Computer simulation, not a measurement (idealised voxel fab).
Process module under the name voxel lift off
Cross-section cut spans 270 nm and uses square cells 5 nm in size.
Just so we're on the same page, the cross-sections are grids of square cells, and they're listed out in bands top to bottom, each band one or more rows deep. Basically the band line says how high the top is and how high the bottom is, in nm, and then what's in it from left to right, every material with its width in nm. Empty space shows up as "empty", and if a single material carries "full width" it runs the full band edge to edge. Counting heights begins at 0, where everything beneath is, in the wafer as received, one material. The lowest band has no bottom; it goes on downwards, as "top 0, no bottom" shows. Per-row width for "30..40": begins at first number (top row of band), ends at second number (bottom row), increment between rows held constant. A step reported as "changes: none" is a step in which no cell of the cross-section changed. What "Fully enclosed voids" gives you is every empty space of 8 cells or more that is cut off from the top. Each appears as width x height at distance, with the distance taken from the left edge and width, height and distance all in nm. On each step's line, the part that comes after the settings is the simulator's own comment on the step. "overlay nm", when on a step's line for a step with a mask, measures how far to the right of its planned place the mask lay; a negative measure means to the left.

### These are the steps we planned for the process
1) RECEIVE,material Si
2) CONFORMAL_DEP,material SiO2,thk nm 5
3) PATTERN,tone open,mask id LINES,material resist,width nm 15,pitch nm 45,thk nm 30,overlay nm 0
4) DIRECTIONAL_DEP,material Ru,thk nm 15
5) STRIP,etch materials resist
6) CONFORMAL_DEP,material SiCN,thk nm 5

### Received-state cross-section, reflecting completion of step 1
  top 0, no bottom = Si full width
  Fully enclosed voids: none

### Cross-sectional image of the first of two wafers at the end of the module, the run having proceeded as planned
  top 25, bottom 20 = empty: 75, then SiCN: 25, then empty: 20, then SiCN: 25, then empty: 20, then SiCN: 25, then empty: 80
  top 20, bottom 10 = empty: 75, then SiCN: 5, then Ru: 15, then SiCN: 5, then empty: 20, then SiCN: 5, then Ru: 15, then SiCN: 5, then empty: 20, then SiCN: 5, then Ru: 15, then SiCN: 5, then empty: 80
  top 10, bottom 5 = SiCN: 80, then Ru: 15, then SiCN: 30, then Ru: 15, then SiCN: 30, then Ru: 15, then SiCN: 85
  top 5, bottom 0 = SiO2 full width
  top 0, no bottom = Si full width
  Fully enclosed voids: none

### second wafer at the end: like start, like plan, one mistake
  top 25, bottom 10 = empty: 75, then SiCN: 25, then empty: 20, then SiCN: 25, then empty: 20, then SiCN: 25, then empty: 80
  top 10, bottom 5 = SiCN full width
  top 5, bottom 0 = SiO2 full width
  top 0, no bottom = Si full width
  Fully enclosed voids: none
Deviation noted in wafer processing: step 4 changed vs plan, executed as DIRECTIONAL_DEP,material SiCN,thk nm 15
Count the cells at the end and the second wafer has more or fewer of some materials than the first: Ru -27 | SiCN +27
